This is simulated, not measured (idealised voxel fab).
Process module in this document: voxel transistor to metal
180 nm wide, 5 nm square cells: that's cross-section cut.
When this document writes out a cross-section, it uses a grid of square cells and lists it as bands, beginning at the top and moving down, with a band standing for one or more rows of cells. The entry gives the band's vertical extent as a top height and a bottom height in nm, then its horizontal make-up as materials from left to right, each with a width in nm. "air" stands for empty space; a single material marked "edge to edge" fills the band edge to edge. Counting heights begins at 0, where everything beneath is, in the wafer as received, one material. The lowest band has no bottom; it goes on downwards, as "0 and below" shows. You'd read "30->40" like this: the band's top row of cells is as wide as the first number, its bottom row is as wide as the second, and going down, every row changes width by the same amount as the row before did. For the purposes of this document, the phrase "no alteration" attached to a step denotes that no cell within the cross-section was modified by that step. The entry "Fully enclosed voids" lists the empty spaces that cover at least 8 cells and have no open path to the top. Each is written as width x height at distance, where the distance is measured from the left edge and all three values are in nm. Note: text after step settings on the step line = simulator remark on that step. overlay nm: how far to the right of its planned place the mask lay on this masked step (negative: to the left).
# Below is the list of planned process steps
| 1 | RECEIVE,material Si |
| 2 | CONFORMAL_DEP,material SiO2,thk nm 5 |
| 3 | CONFORMAL_DEP,material SiN,thk nm 10 |
| 4 | MASKED_ETCH,tone cover,mask id ACTIVE,width nm 105,etch materials SiN,depth nm 10,overlay nm 0 |
| 5 | MASKED_ETCH,tone cover,mask id ACTIVE,width nm 105,etch materials SiO2,depth nm 5,overlay nm 0 |
| 6 | MASKED_ETCH,tone cover,mask id ACTIVE,width nm 105,etch materials Si,depth nm 35,overlay nm 0 |
| 7 | FILL_DEP,material SiO2,thk nm 15 |
| 8 | CMP,height nm 15 |
| 9 | SELECTIVE_ETCH,etch materials SiO2,depth nm 5 |
| 10 | STRIP,etch materials SiN |
| 11 | SELECTIVE_ETCH,etch materials SiO2,depth nm 5 |
| 12 | OXIDIZE,depth nm 5 |
| 13 | DIRECTIONAL_DEP,material polySi,thk nm 20 |
| 14 | DIRECTIONAL_DEP,material SiCN,thk nm 10 |
| 15 | MASKED_ETCH,tone cover,mask id GATE,width nm 25,etch materials SiCN,depth nm 20,overlay nm 0 |
| 16 | MASKED_ETCH,tone cover,mask id GATE,width nm 25,etch materials polySi,depth nm 30,overlay nm 0 |
| 17 | CONFORMAL_DEP,material SiN,thk nm 10 |
| 18 | DIRECTIONAL_ETCH,etch materials SiN,depth nm 10 |
| 19 | DIRECTIONAL_ETCH,etch materials SiO2,depth nm 5 |
| 20 | DIRECTIONAL_ETCH,etch materials Si,depth nm 10 |
| 21 | EPI,material nSi,thk nm 10 |
| 22 | FILL_DEP,material SiO2,thk nm 5 |
| 23 | CMP,height nm 30 |
| 24 | DIRECTIONAL_DEP,material SiO2,thk nm 15 |
| 25 | PATTERN,tone open,mask id CONTACT,material resist,width nm 30,pitch nm 65,thk nm 15,overlay nm 0 |
| 26 | DIRECTIONAL_ETCH,etch materials SiO2,depth nm 50 |
| 27 | STRIP,etch materials resist |
| 28 | CONFORMAL_DEP,material TiN,thk nm 5 |
| 29 | FILL_DEP,material W,thk nm 5 |
| 30 | CMP,height nm 45 |
| 31 | CONFORMAL_DEP,material SiCN,thk nm 5 |
| 32 | DIRECTIONAL_DEP,material lowk,thk nm 25 |
| 33 | PATTERN,tone open,mask id METAL_1,material resist,width nm 15,pitch nm 80,thk nm 20,overlay nm 0 |
| 34 | DIRECTIONAL_ETCH,etch materials lowk,depth nm 25 |
| 35 | DIRECTIONAL_ETCH,etch materials SiCN,depth nm 5 |
| 36 | STRIP,etch materials resist |
| 37 | CONFORMAL_DEP,material TiN,thk nm 5 |
| 38 | FILL_DEP,material W,thk nm 10 |
| 39 | CMP,height nm 75 |
| 40 | CONFORMAL_DEP,material SiCN,thk nm 5 |
| 41 | DIRECTIONAL_DEP,material SiO2,thk nm 35 |
| 42 | MASKED_ETCH,tone open,mask id METAL_2,width nm 15,pitch nm 80,etch materials SiO2,depth nm 20,overlay nm 0 |
| 43 | DIRECTIONAL_DEP,material aC,thk nm 10 |
| 44 | PATTERN,tone open,mask id METAL_2_HOLES,material resist,width nm 15,pitch nm 80,thk nm 25,overlay nm 0 |
| 45 | DIRECTIONAL_ETCH,etch materials aC,depth nm 10 |
| 46 | STRIP,etch materials resist |
| 47 | DIRECTIONAL_ETCH,etch materials SiO2,depth nm 15 |
| 48 | DIRECTIONAL_ETCH,etch materials SiCN,depth nm 5 |
| 49 | STRIP,etch materials aC |
| 50 | CONFORMAL_DEP,material TiN,thk nm 5 |
| 51 | FILL_DEP,material Cu,thk nm 10 |
| 52 | CMP,height nm 115 |
| 53 | CONFORMAL_DEP,material SiCN,thk nm 5 |
# Cross-section: wafer on arrival = after step 1
    0 and below: Si edge to edge
    Fully enclosed voids: none
# First wafer of two, sectioned at end of module; run went per plan
    120 down to 115: SiCN edge to edge
    115 down to 80: SiO2 (40)  TiN (5)  Cu (5)  TiN (5)  SiO2 (65)  TiN (5)  Cu (5)  TiN (5)  SiO2 (45)
    80 down to 75: SiCN (40)  TiN (15)  SiCN (65)  TiN (15)  SiCN (45)
    75 down to 50: lowk (40)  TiN (5)  W (5)  TiN (5)  lowk (65)  TiN (5)  W (5)  TiN (5)  lowk (45)
    50 down to 45: SiCN (40)  TiN (15)  SiCN (65)  TiN (15)  SiCN (45)
    45 down to 35: SiO2 (40)  TiN (5)  W (20)  TiN (5)  SiO2 (35)  TiN (5)  W (20)  TiN (5)  SiO2 (45)
    35 down to 30: SiO2 (40)  TiN (5)  W (15)  TiN (10)  SiO2 (35)  TiN (10)  W (15)  TiN (5)  SiO2 (45)
    30 down to 20: SiO2 (40)  TiN (5)  W (15)  TiN (5)  SiN (10)  SiCN (25)  SiN (10)  TiN (5)  W (15)  TiN (5)  SiO2 (45)
    20 down to 10: SiO2 (40)  TiN (5)  W (15)  TiN (5)  SiN (10)  polySi (25)  SiN (10)  TiN (5)  W (15)  TiN (5)  SiO2 (45)
    10 down to 5: SiO2 (40)  TiN (25)  SiN (10)  polySi (25)  SiN (10)  TiN (25)  SiO2 (45)
    5 down to 0: SiO2 (30)  SiN (10)  nSi (10)  TiN (5)  nSi (10)  SiN (10)  polySi (25)  SiN (10)  nSi (10)  TiN (5)  nSi (10)  SiN (10)  SiO2 (35)
    0 down to -5: SiO2 (40)  nSi (10)  TiN (5)  nSi (10)  SiO2 (45)  nSi (10)  TiN (5)  nSi (10)  SiO2 (45)
    -5 down to -15: SiO2 (35)  Si (5)  nSi (25)  Si (45)  nSi (25)  Si (5)  SiO2 (40)
    -15 down to -35: SiO2 (35)  Si (105)  SiO2 (40)
    -35 and below: Si edge to edge
    Fully enclosed voids: none
# Here's the second of our two wafers sectioned at module end. Same start as the first, same plan, but one mistake got made running it
    120 down to 115: SiCN edge to edge
    115 down to 80: SiO2 (40)  TiN (5)  Cu (5)  TiN (5)  SiO2 (65)  TiN (5)  Cu (5)  TiN (5)  SiO2 (45)
    80 down to 75: SiCN (40)  TiN (15)  SiCN (65)  TiN (15)  SiCN (45)
    75 down to 50: lowk (40)  TiN (5)  W (5)  TiN (5)  lowk (65)  TiN (5)  W (5)  TiN (5)  lowk (45)
    50 down to 45: SiCN (40)  TiN (15)  SiCN (65)  TiN (15)  SiCN (45)
    45 down to 35: SiO2 (40)  TiN (5)  W (20)  TiN (5)  SiO2 (35)  TiN (5)  W (20)  TiN (5)  SiO2 (45)
    35 down to 30: SiO2 (40)  TiN (5)  W (15)  TiN (10)  SiO2 (35)  TiN (10)  W (15)  TiN (5)  SiO2 (45)
    30 down to 20: SiO2 (40)  TiN (5)  W (15)  TiN (5)  SiN (10)  SiCN (25)  SiN (10)  TiN (5)  W (15)  TiN (5)  SiO2 (45)
    20 down to 10: SiO2 (40)  TiN (5)  W (15)  TiN (5)  SiN (10)  polySi (25)  SiN (10)  TiN (5)  W (15)  TiN (5)  SiO2 (45)
    10 down to 5: SiO2 (40)  TiN (25)  SiN (10)  polySi (25)  SiN (10)  TiN (25)  SiO2 (45)
    5 down to 0: SiO2 (25)  SiN (10)  nSi (10)  TiN (10)  nSi (10)  SiN (10)  polySi (25)  SiN (10)  nSi (20)  SiN (10)  SiO2 (40)
    0 down to -5: SiO2 (35)  nSi (10)  TiN (10)  nSi (10)  SiO2 (45)  nSi (20)  SiO2 (50)
    -5 down to -15: SiO2 (30)  Si (5)  nSi (30)  Si (45)  nSi (20)  Si (10)  SiO2 (40)
    -15 down to -35: SiO2 (30)  Si (110)  SiO2 (40)
    -35 and below: Si edge to edge
    Fully enclosed voids: none
The plan and the run diverged here: not per plan at step 4, really ran MASKED_ETCH,tone cover,mask id ACTIVE,width nm 105,etch materials SiN,depth nm 10,overlay nm -5
at the end the second wafer has, in cells: Si +6, SiO2 -6
